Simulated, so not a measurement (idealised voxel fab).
The following process module bears the name voxel wiring stack.
The width of the displayed cross-section, cut, is 170 nm; its cells are square, with a size of 5 nm.
When this document writes out a cross-section, it uses a grid of square cells and lists it as bands, beginning at the top and moving down, with a band standing for one or more rows of cells.
Look at the band entry: it leads with the top's height and the bottom's height in nm. Then it lists the materials left to right, with a width in nm for each. The word "full width" on a single material says that material fills the band edge to edge. The word "air" is empty space.
Height 0 is the level under which the wafer as received is all one material. The lowest band goes on downwards, as in "0 nm and below".
Width: "30..40" (first number = top row, second number = bottom row, same change from row to row of cells).
"stayed the same" means the step left every cell of the cross-section as it was.
Empty spaces without an open route to the top, at least 8 cells in extent, make up the entry "Listed closed voids"; each is given as width x height at distance, where the distance is measured from the left edge, and all are in nm.
That trailing text on a step's line, after the settings, is the simulator's own remark on the step.
Each step line may optionally specify "overlay nm", which for a step with a mask gives the rightward distance between the mask's planned place and where it lay, a negative value indicating the leftward direction.

### Intended process steps
1. RECEIVE | material Si
2. CONFORMAL_DEP | material SiO2 | thk nm 10
3. DIRECTIONAL_DEP | material TiN | thk nm 5
4. DIRECTIONAL_DEP | material Ru | thk nm 25
5. DIRECTIONAL_DEP | material aC | thk nm 10
6. PATTERN | tone cover | mask id METAL_1 | material resist | width nm 20 | pitch nm 35 | thk nm 30 | overlay nm 0
7. DIRECTIONAL_ETCH | etch materials aC | depth nm 10
8. STRIP | etch materials resist
9. DIRECTIONAL_ETCH | etch materials Ru | depth nm 25
10. DIRECTIONAL_ETCH | etch materials TiN | depth nm 5
11. STRIP | etch materials aC
12. CONFORMAL_DEP | material SiN | thk nm 5
13. FILL_DEP | material lowk | thk nm 10
14. CMP | height nm 40
15. CONFORMAL_DEP | material SiCN | thk nm 5
16. DIRECTIONAL_DEP | material lowk | thk nm 25
17. DIRECTIONAL_DEP | material aC | thk nm 15
18. PATTERN | tone open | mask id METAL_2 | material resist | width nm 20 | pitch nm 35 | thk nm 30 | overlay nm 0
19. DIRECTIONAL_ETCH | etch materials aC | depth nm 15
20. STRIP | etch materials resist
21. DIRECTIONAL_ETCH | etch materials lowk | depth nm 15
22. STRIP | etch materials aC
23. DIRECTIONAL_DEP | material aC | thk nm 10
24. PATTERN | tone open | mask id METAL_2_HOLES | material resist | width nm 15 | pitch nm 35 | thk nm 25 | overlay nm 0
25. DIRECTIONAL_ETCH | etch materials aC | depth nm 10
26. STRIP | etch materials resist
27. DIRECTIONAL_ETCH | etch materials lowk | depth nm 10
28. DIRECTIONAL_ETCH | etch materials SiCN | depth nm 5
29. STRIP | etch materials aC
30. CONFORMAL_DEP | material TiN | thk nm 5
31. FILL_DEP | material Ru | thk nm 5
32. CMP | height nm 70
33. CONFORMAL_DEP | material SiCN | thk nm 5

### First of two wafers - as planned

### Wafer cross-section on receipt, i.e. after step 1
* 0 nm and below = Si full width
* Listed closed voids: none

### Cross-section: wafer state after step 2
* 10 nm to 0 nm = SiO2 full width
* Beneath the level 0, the cross-section is identical to its previous state.

### Cross-section: wafer state after step 3
* 15 nm to 10 nm = TiN full width
* Beneath the level 10, the cross-section is identical to its previous state.

### Cross-section: wafer state after step 4
* 40 nm to 15 nm = Ru full width
* Beneath the level 15, the cross-section is identical to its previous state.

### Cross-section: wafer state after step 5
* 50 nm to 40 nm = aC full width
* Beneath the level 40, the cross-section is identical to its previous state.

### Cross-section: wafer state after step 6
* 80 nm to 50 nm = air (40), then resist (20), then air (15), then resist (20), then air (15), then resist (20), then air (40)
* Beneath the level 50, the cross-section is identical to its previous state.

### Cross-section: wafer state after step 7
* 70 nm to 50 nm = air (40), then resist (20), then air (15), then resist (20), then air (15), then resist (20), then air (40)
* 50 nm to 40 nm = air (40), then aC (20), then air (15), then aC (20), then air (15), then aC (20), then air (40)
* Beneath the level 40, the cross-section is identical to its previous state.

### Cross-section: wafer state after step 8
* 50 nm to 40 nm = air (40), then aC (20), then air (15), then aC (20), then air (15), then aC (20), then air (40)
* Beneath the level 40, the cross-section is identical to its previous state.

### Cross-section: wafer state after step 9
* 50 nm to 40 nm = air (40), then aC (20), then air (15), then aC (20), then air (15), then aC (20), then air (40)
* 40 nm to 15 nm = air (40), then Ru (20), then air (15), then Ru (20), then air (15), then Ru (20), then air (40)
* Beneath the level 15, the cross-section is identical to its previous state.

### Cross-section: wafer state after step 10
* 50 nm to 40 nm = air (40), then aC (20), then air (15), then aC (20), then air (15), then aC (20), then air (40)
* 40 nm to 15 nm = air (40), then Ru (20), then air (15), then Ru (20), then air (15), then Ru (20), then air (40)
* 15 nm to 10 nm = air (40), then TiN (20), then air (15), then TiN (20), then air (15), then TiN (20), then air (40)
* Beneath the level 10, the cross-section is identical to its previous state.

### Cross-section: wafer state after step 11
* 40 nm to 15 nm = air (40), then Ru (20), then air (15), then Ru (20), then air (15), then Ru (20), then air (40)
* Beneath the level 15, the cross-section is identical to its previous state.

### Cross-section: wafer state after step 12
* 45 nm to 40 nm = air (35), then SiN (30), then air (5), then SiN (30), then air (5), then SiN (30), then air (35)
* 40 nm to 15 nm = air (35), then SiN (5), then Ru (20), then SiN (5), then air (5), then SiN (5), then Ru (20), then SiN (5), then air (5), then SiN (5), then Ru (20), then SiN (5), then air (35)
* 15 nm to 10 nm = SiN (40), then TiN (20), then SiN (15), then TiN (20), then SiN (15), then TiN (20), then SiN (40)
* Beneath the level 10, the cross-section is identical to its previous state.

### Cross-section: wafer state after step 13
* 55 nm to 45 nm = lowk full width
* 45 nm to 40 nm = lowk (35), then SiN (30), then lowk (5), then SiN (30), then lowk (5), then SiN (30), then lowk (35)
* 40 nm to 15 nm = lowk (35), then SiN (5), then Ru (20), then SiN (5), then lowk (5), then SiN (5), then Ru (20), then SiN (5), then lowk (5), then SiN (5), then Ru (20), then SiN (5), then lowk (35)
* Beneath the level 15, the cross-section is identical to its previous state.

### Cross-section: wafer state after step 14
* 40 nm to 15 nm = lowk (35), then SiN (5), then Ru (20), then SiN (5), then lowk (5), then SiN (5), then Ru (20), then SiN (5), then lowk (5), then SiN (5), then Ru (20), then SiN (5), then lowk (35)
* Beneath the level 15, the cross-section is identical to its previous state.

### Cross-section: wafer state after step 15
* 45 nm to 40 nm = SiCN full width
* Beneath the level 40, the cross-section is identical to its previous state.

### Cross-section: wafer state after step 16
* 70 nm to 45 nm = lowk full width
* Beneath the level 45, the cross-section is identical to its previous state.

### Cross-section: wafer state after step 17
* 85 nm to 70 nm = aC full width
* Beneath the level 70, the cross-section is identical to its previous state.

### Cross-section: wafer state after step 18
* 115 nm to 85 nm = resist (40), then air (20), then resist (15), then air (20), then resist (15), then air (20), then resist (40)
* Beneath the level 85, the cross-section is identical to its previous state.

### Cross-section: wafer state after step 19
* 100 nm to 85 nm = resist (40), then air (20), then resist (15), then air (20), then resist (15), then air (20), then resist (40)
* 85 nm to 70 nm = aC (40), then air (20), then aC (15), then air (20), then aC (15), then air (20), then aC (40)
* Beneath the level 70, the cross-section is identical to its previous state.

### Cross-section: wafer state after step 20
* 85 nm to 70 nm = aC (40), then air (20), then aC (15), then air (20), then aC (15), then air (20), then aC (40)
* Beneath the level 70, the cross-section is identical to its previous state.

### Cross-section: wafer state after step 21
* 85 nm to 70 nm = aC (40), then air (20), then aC (15), then air (20), then aC (15), then air (20), then aC (40)
* 70 nm to 55 nm = lowk (40), then air (20), then lowk (15), then air (20), then lowk (15), then air (20), then lowk (40)
* Beneath the level 55, the cross-section is identical to its previous state.

### Cross-section: wafer state after step 22
* 70 nm to 55 nm = lowk (40), then air (20), then lowk (15), then air (20), then lowk (15), then air (20), then lowk (40)
* Beneath the level 55, the cross-section is identical to its previous state.

### Cross-section: wafer state after step 23
* 80 nm to 70 nm = aC (40), then air (20), then aC (15), then air (20), then aC (15), then air (20), then aC (40)
* 70 nm to 65 nm = lowk (40), then air (20), then lowk (15), then air (20), then lowk (15), then air (20), then lowk (40)
* 65 nm to 55 nm = lowk (40), then aC (20), then lowk (15), then aC (20), then lowk (15), then aC (20), then lowk (40)
* Beneath the level 55, the cross-section is identical to its previous state.

### Cross-section: wafer state after step 24
* 105 nm to 80 nm = resist (40), then air (15), then resist (20), then air (15), then resist (20), then air (15), then resist (45)
* 80 nm to 70 nm = aC (40), then air (15), then resist (5), then aC (15), then air (15), then resist (5), then aC (15), then air (15), then resist (5), then aC (40)
* 70 nm to 65 nm = lowk (40), then air (15), then resist (5), then lowk (15), then air (15), then resist (5), then lowk (15), then air (15), then resist (5), then lowk (40)
* Beneath the level 65, the cross-section is identical to its previous state.

### Cross-section: wafer state after step 25
* 95 nm to 80 nm = resist (40), then air (15), then resist (20), then air (15), then resist (20), then air (15), then resist (45)
* 80 nm to 70 nm = aC (40), then air (15), then resist (5), then aC (15), then air (15), then resist (5), then aC (15), then air (15), then resist (5), then aC (40)
* 70 nm to 65 nm = lowk (40), then air (15), then resist (5), then lowk (15), then air (15), then resist (5), then lowk (15), then air (15), then resist (5), then lowk (40)
* 65 nm to 55 nm = lowk (40), then air (15), then aC (5), then lowk (15), then air (15), then aC (5), then lowk (15), then air (15), then aC (5), then lowk (40)
* Beneath the level 55, the cross-section is identical to its previous state.

### Cross-section: wafer state after step 26
* 80 nm to 70 nm = aC (40), then air (20), then aC (15), then air (20), then aC (15), then air (20), then aC (40)
* 70 nm to 65 nm = lowk (40), then air (20), then lowk (15), then air (20), then lowk (15), then air (20), then lowk (40)
* Beneath the level 65, the cross-section is identical to its previous state.

### Cross-section: wafer state after step 27
* 80 nm to 70 nm = aC (40), then air (20), then aC (15), then air (20), then aC (15), then air (20), then aC (40)
* 70 nm to 65 nm = lowk (40), then air (20), then lowk (15), then air (20), then lowk (15), then air (20), then lowk (40)
* 65 nm to 55 nm = lowk (40), then air (15), then aC (5), then lowk (15), then air (15), then aC (5), then lowk (15), then air (15), then aC (5), then lowk (40)
* 55 nm to 45 nm = lowk (40), then air (15), then lowk (20), then air (15), then lowk (20), then air (15), then lowk (45)
* Beneath the level 45, the cross-section is identical to its previous state.

### Cross-section: wafer state after step 28
* 80 nm to 70 nm = aC (40), then air (20), then aC (15), then air (20), then aC (15), then air (20), then aC (40)
* 70 nm to 65 nm = lowk (40), then air (20), then lowk (15), then air (20), then lowk (15), then air (20), then lowk (40)
* 65 nm to 55 nm = lowk (40), then air (15), then aC (5), then lowk (15), then air (15), then aC (5), then lowk (15), then air (15), then aC (5), then lowk (40)
* 55 nm to 45 nm = lowk (40), then air (15), then lowk (20), then air (15), then lowk (20), then air (15), then lowk (45)
* 45 nm to 40 nm = SiCN (40), then air (15), then SiCN (20), then air (15), then SiCN (20), then air (15), then SiCN (45)
* Beneath the level 40, the cross-section is identical to its previous state.

### Cross-section: wafer state after step 29
* 70 nm to 55 nm = lowk (40), then air (20), then lowk (15), then air (20), then lowk (15), then air (20), then lowk (40)
* Beneath the level 55, the cross-section is identical to its previous state.

### Cross-section: wafer state after step 30
* 75 nm to 70 nm = TiN (45), then air (10), then TiN (25), then air (10), then TiN (25), then air (10), then TiN (45)
* 70 nm to 60 nm = lowk (40), then TiN (5), then air (10), then TiN (5), then lowk (15), then TiN (5), then air (10), then TiN (5), then lowk (15), then TiN (5), then air (10), then TiN (5), then lowk (40)
* 60 nm to 55 nm = lowk (40), then TiN (5), then air (5), then TiN (10), then lowk (15), then TiN (5), then air (5), then TiN (10), then lowk (15), then TiN (5), then air (5), then TiN (10), then lowk (40)
* 55 nm to 45 nm = lowk (40), then TiN (5), then air (5), then TiN (5), then lowk (20), then TiN (5), then air (5), then TiN (5), then lowk (20), then TiN (5), then air (5), then TiN (5), then lowk (45)
* 45 nm to 40 nm = SiCN (40), then TiN (15), then SiCN (20), then TiN (15), then SiCN (20), then TiN (15), then SiCN (45)
* Beneath the level 40, the cross-section is identical to its previous state.

### Cross-section: wafer state after step 31
* 80 nm to 75 nm = Ru full width
* 75 nm to 70 nm = TiN (45), then Ru (10), then TiN (25), then Ru (10), then TiN (25), then Ru (10), then TiN (45)
* 70 nm to 60 nm = lowk (40), then TiN (5), then Ru (10), then TiN (5), then lowk (15), then TiN (5), then Ru (10), then TiN (5), then lowk (15), then TiN (5), then Ru (10), then TiN (5), then lowk (40)
* 60 nm to 55 nm = lowk (40), then TiN (5), then Ru (5), then TiN (10), then lowk (15), then TiN (5), then Ru (5), then TiN (10), then lowk (15), then TiN (5), then Ru (5), then TiN (10), then lowk (40)
* 55 nm to 45 nm = lowk (40), then TiN (5), then Ru (5), then TiN (5), then lowk (20), then TiN (5), then Ru (5), then TiN (5), then lowk (20), then TiN (5), then Ru (5), then TiN (5), then lowk (45)
* Beneath the level 45, the cross-section is identical to its previous state.

### Cross-section: wafer state after step 32
* 70 nm to 60 nm = lowk (40), then TiN (5), then Ru (10), then TiN (5), then lowk (15), then TiN (5), then Ru (10), then TiN (5), then lowk (15), then TiN (5), then Ru (10), then TiN (5), then lowk (40)
* Beneath the level 60, the cross-section is identical to its previous state.

### Cross-section: wafer state after step 33
* 75 nm to 70 nm = SiCN full width
* Beneath the level 70, the cross-section is identical to its previous state.

### Second Wafer (Identical Start and Plan, One Processing Error; Matches First Wafer Through Step 14)

### Cross-section of the second wafer at the time step 15 of the plan should have ended
* 65 nm to 40 nm = lowk full width
* Beneath the level 40, the cross-section is identical to its previous state.

### Cross-section of the second wafer at the time step 16 of the plan should have ended
* 70 nm to 65 nm = SiCN full width
* Beneath the level 65, the cross-section is identical to its previous state.

### Cross-section of the second wafer at the time step 17 of the plan should have ended
* 85 nm to 70 nm = aC full width
* Beneath the level 70, the cross-section is identical to its previous state.

### Cross-section of the second wafer at the time step 18 of the plan should have ended
* 115 nm to 85 nm = resist (40), then air (20), then resist (15), then air (20), then resist (15), then air (20), then resist (40)
* Beneath the level 85, the cross-section is identical to its previous state.

### Cross-section of the second wafer at the time step 19 of the plan should have ended
* 100 nm to 85 nm = resist (40), then air (20), then resist (15), then air (20), then resist (15), then air (20), then resist (40)
* 85 nm to 70 nm = aC (40), then air (20), then aC (15), then air (20), then aC (15), then air (20), then aC (40)
* Beneath the level 70, the cross-section is identical to its previous state.

### Cross-section of the second wafer at the time step 20 of the plan should have ended
* 85 nm to 70 nm = aC (40), then air (20), then aC (15), then air (20), then aC (15), then air (20), then aC (40)
* Beneath the level 70, the cross-section is identical to its previous state.

Cross-section of the second wafer at the time step 21 of the plan should have ended: stayed the same

### Cross-section of the second wafer at the time step 22 of the plan should have ended
* 70 nm to 65 nm = SiCN full width
* Beneath the level 65, the cross-section is identical to its previous state.

### Cross-section of the second wafer at the time step 23 of the plan should have ended
* 80 nm to 70 nm = aC full width
* Beneath the level 70, the cross-section is identical to its previous state.

### Cross-section of the second wafer at the time step 24 of the plan should have ended
* 105 nm to 80 nm = resist (40), then air (15), then resist (20), then air (15), then resist (20), then air (15), then resist (45)
* Beneath the level 80, the cross-section is identical to its previous state.

### Cross-section of the second wafer at the time step 25 of the plan should have ended
* 95 nm to 80 nm = resist (40), then air (15), then resist (20), then air (15), then resist (20), then air (15), then resist (45)
* 80 nm to 70 nm = aC (40), then air (15), then aC (20), then air (15), then aC (20), then air (15), then aC (45)
* Beneath the level 70, the cross-section is identical to its previous state.

### Cross-section of the second wafer at the time step 26 of the plan should have ended
* 80 nm to 70 nm = aC (40), then air (15), then aC (20), then air (15), then aC (20), then air (15), then aC (45)
* Beneath the level 70, the cross-section is identical to its previous state.

Cross-section of the second wafer at the time step 27 of the plan should have ended: stayed the same

### Cross-section of the second wafer at the time step 28 of the plan should have ended
* 80 nm to 70 nm = aC (40), then air (15), then aC (20), then air (15), then aC (20), then air (15), then aC (45)
* 70 nm to 65 nm = SiCN (40), then air (15), then SiCN (20), then air (15), then SiCN (20), then air (15), then SiCN (45)
* Beneath the level 65, the cross-section is identical to its previous state.

### Cross-section of the second wafer at the time step 29 of the plan should have ended
* 70 nm to 65 nm = SiCN (40), then air (15), then SiCN (20), then air (15), then SiCN (20), then air (15), then SiCN (45)
* Beneath the level 65, the cross-section is identical to its previous state.

### Cross-section of the second wafer at the time step 30 of the plan should have ended
* 75 nm to 70 nm = TiN (45), then air (5), then TiN (30), then air (5), then TiN (30), then air (5), then TiN (50)
* 70 nm to 65 nm = SiCN (40), then TiN (15), then SiCN (20), then TiN (15), then SiCN (20), then TiN (15), then SiCN (45)
* Beneath the level 65, the cross-section is identical to its previous state.

### Cross-section of the second wafer at the time step 31 of the plan should have ended
* 80 nm to 75 nm = Ru full width
* 75 nm to 70 nm = TiN (45), then Ru (5), then TiN (30), then Ru (5), then TiN (30), then Ru (5), then TiN (50)
* Beneath the level 70, the cross-section is identical to its previous state.

### Cross-section of the second wafer at the time step 32 of the plan should have ended
* 70 nm to 65 nm = SiCN (40), then TiN (15), then SiCN (20), then TiN (15), then SiCN (20), then TiN (15), then SiCN (45)
* Beneath the level 65, the cross-section is identical to its previous state.

### Cross-section of the second wafer at the time step 33 of the plan should have ended
* 75 nm to 70 nm = SiCN full width
* Beneath the level 70, the cross-section is identical to its previous state.
Nonconformance to the process plan: note: step 15 <-> step 16, run order reversed vs plan
Cell-count delta at end, second wafer over first, by material: Ru: 21 fewer | TiN: 33 fewer | lowk: 54 more
